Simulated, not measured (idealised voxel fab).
Process module heading - voxel released beams
Square cells of 5 nm make up the cross-section cut, whose width is 220 nm.
Cross-section = grid of square cells, listed top down in bands; band = one or more rows.
First you get the band's top height and its bottom height, in nm, and then the materials it's made of, left to right, with each width in nm. If you see a single material with "full width", that one covers the band edge to edge. "blank" is empty space.
Zero point of the height axis is 0; under it, received wafer = one material. Lowest band: continues down indefinitely, "0 and below".
So if you see something like "30..40" for the width, read it as the top row of the band sitting at the first number and the bottom row at the second, with every row in between moving by the same amount as the last.
Any step labelled "changes: none" changed none of the cells in the cross-section.
"Closed empty spaces": empty spaces of 8 cells or more with no open way to the top, each given as width x height at distance, distance from the left edge, all in nm.
That trailing text on a step's line, after the settings, is the simulator's own remark on the step.
If you see "overlay nm" on a step's line and that step has a mask, it's telling you how far right of where it was planned the mask ended up; a negative number means it went left instead.

Planned process steps:
step 1: RECEIVE [material Si]
step 2: CONFORMAL_DEP [material SiN] [thk nm 5]
step 3: DIRECTIONAL_DEP [material SiO2] [thk nm 10]
step 4: MASKED_ETCH [tone open] [mask id ANCHOR] [width nm 35] [etch materials SiO2] [depth nm 10] [overlay nm 0]
step 5: CONFORMAL_DEP [material TiN] [thk nm 15]
step 6: DIRECTIONAL_DEP [material aC] [thk nm 10]
step 7: PATTERN [tone cover] [mask id BEAM] [material resist] [width nm 90] [thk nm 30] [overlay nm 0]
step 8: DIRECTIONAL_ETCH [etch materials aC] [depth nm 10]
step 9: STRIP [etch materials resist]
step 10: DIRECTIONAL_ETCH [etch materials TiN] [depth nm 15]
step 11: STRIP [etch materials aC]
step 12: STRIP [etch materials SiO2]

First of the two wafers, run per plan:

As-received wafer cross-section (after step 1):
  0 and below  Si full width
  Closed empty spaces: none

after step 2:
  5 down to 0  SiN full width
  For the remainder of the cross-section, below 0, there is no change.

after step 3:
  15 down to 5  SiO2 full width
  For the remainder of the cross-section, below 5, there is no change.

after step 4:
  15 down to 5  SiO2 65 nm, then blank 35 nm, then SiO2 120 nm
  For the remainder of the cross-section, below 5, there is no change.

after step 5:
  30 down to 20  TiN 80 nm, then blank 5 nm, then TiN 135 nm
  20 down to 15  TiN full width
  15 down to 5  SiO2 65 nm, then TiN 35 nm, then SiO2 120 nm
  For the remainder of the cross-section, below 5, there is no change.

after step 6:
  40 down to 30  aC 80 nm, then blank 5 nm, then aC 135 nm
  30 down to 20  TiN 80 nm, then aC 5 nm, then TiN 135 nm
  For the remainder of the cross-section, below 20, there is no change.

after step 7:
  70 down to 40  blank 60 nm, then resist 90 nm, then blank 70 nm
  40 down to 30  aC 80 nm, then resist 5 nm, then aC 135 nm
  For the remainder of the cross-section, below 30, there is no change.

after step 8:
  60 down to 40  blank 60 nm, then resist 90 nm, then blank 70 nm
  40 down to 30  blank 60 nm, then aC 20 nm, then resist 5 nm, then aC 65 nm, then blank 70 nm
  For the remainder of the cross-section, below 30, there is no change.

after step 9:
  40 down to 30  blank 60 nm, then aC 20 nm, then blank 5 nm, then aC 65 nm, then blank 70 nm
  For the remainder of the cross-section, below 30, there is no change.

after step 10:
  40 down to 30  blank 60 nm, then aC 20 nm, then blank 5 nm, then aC 65 nm, then blank 70 nm
  30 down to 20  blank 60 nm, then TiN 20 nm, then aC 5 nm, then TiN 65 nm, then blank 70 nm
  20 down to 15  blank 60 nm, then TiN 90 nm, then blank 70 nm
  For the remainder of the cross-section, below 15, there is no change.

after step 11:
  30 down to 20  blank 60 nm, then TiN 20 nm, then blank 5 nm, then TiN 65 nm, then blank 70 nm
  For the remainder of the cross-section, below 20, there is no change.

after step 12:
  30 down to 20  blank 60 nm, then TiN 20 nm, then blank 5 nm, then TiN 65 nm, then blank 70 nm
  20 down to 15  blank 60 nm, then TiN 90 nm, then blank 70 nm
  15 down to 5  blank 65 nm, then TiN 35 nm, then blank 120 nm
  For the remainder of the cross-section, below 5, there is no change.

The second wafer: identical to the first at the outset and in its planned sequence, differing only in that one mistake was made during processing; up to and including step 6, its path is the first wafer's path:

Second wafer: cross-section at the scheduled end of step 7:
  70 down to 40  blank 60 nm, then resist 95 nm, then blank 65 nm
  40 down to 30  aC 80 nm, then resist 5 nm, then aC 135 nm
  For the remainder of the cross-section, below 30, there is no change.

Second wafer: cross-section at the scheduled end of step 8:
  60 down to 40  blank 60 nm, then resist 95 nm, then blank 65 nm
  40 down to 30  blank 60 nm, then aC 20 nm, then resist 5 nm, then aC 70 nm, then blank 65 nm
  For the remainder of the cross-section, below 30, there is no change.

Second wafer: cross-section at the scheduled end of step 9:
  40 down to 30  blank 60 nm, then aC 20 nm, then blank 5 nm, then aC 70 nm, then blank 65 nm
  For the remainder of the cross-section, below 30, there is no change.

Second wafer: cross-section at the scheduled end of step 10:
  40 down to 30  blank 60 nm, then aC 20 nm, then blank 5 nm, then aC 70 nm, then blank 65 nm
  30 down to 20  blank 60 nm, then TiN 20 nm, then aC 5 nm, then TiN 70 nm, then blank 65 nm
  20 down to 15  blank 60 nm, then TiN 95 nm, then blank 65 nm
  For the remainder of the cross-section, below 15, there is no change.

Second wafer: cross-section at the scheduled end of step 11:
  30 down to 20  blank 60 nm, then TiN 20 nm, then blank 5 nm, then TiN 70 nm, then blank 65 nm
  For the remainder of the cross-section, below 20, there is no change.

Second wafer: cross-section at the scheduled end of step 12:
  30 down to 20  blank 60 nm, then TiN 20 nm, then blank 5 nm, then TiN 70 nm, then blank 65 nm
  20 down to 15  blank 60 nm, then TiN 95 nm, then blank 65 nm
  15 down to 5  blank 65 nm, then TiN 35 nm, then blank 120 nm
  For the remainder of the cross-section, below 5, there is no change.
Short version of what went wrong: heads up, step 7 didn't go per plan, it actually ran as PATTERN [tone cover] [mask id BEAM] [material resist] [width nm 95] [thk nm 30] [overlay nm 0]
Final comparison by cell count, materials where the second wafer has more or fewer than the first: 3 more of TiN
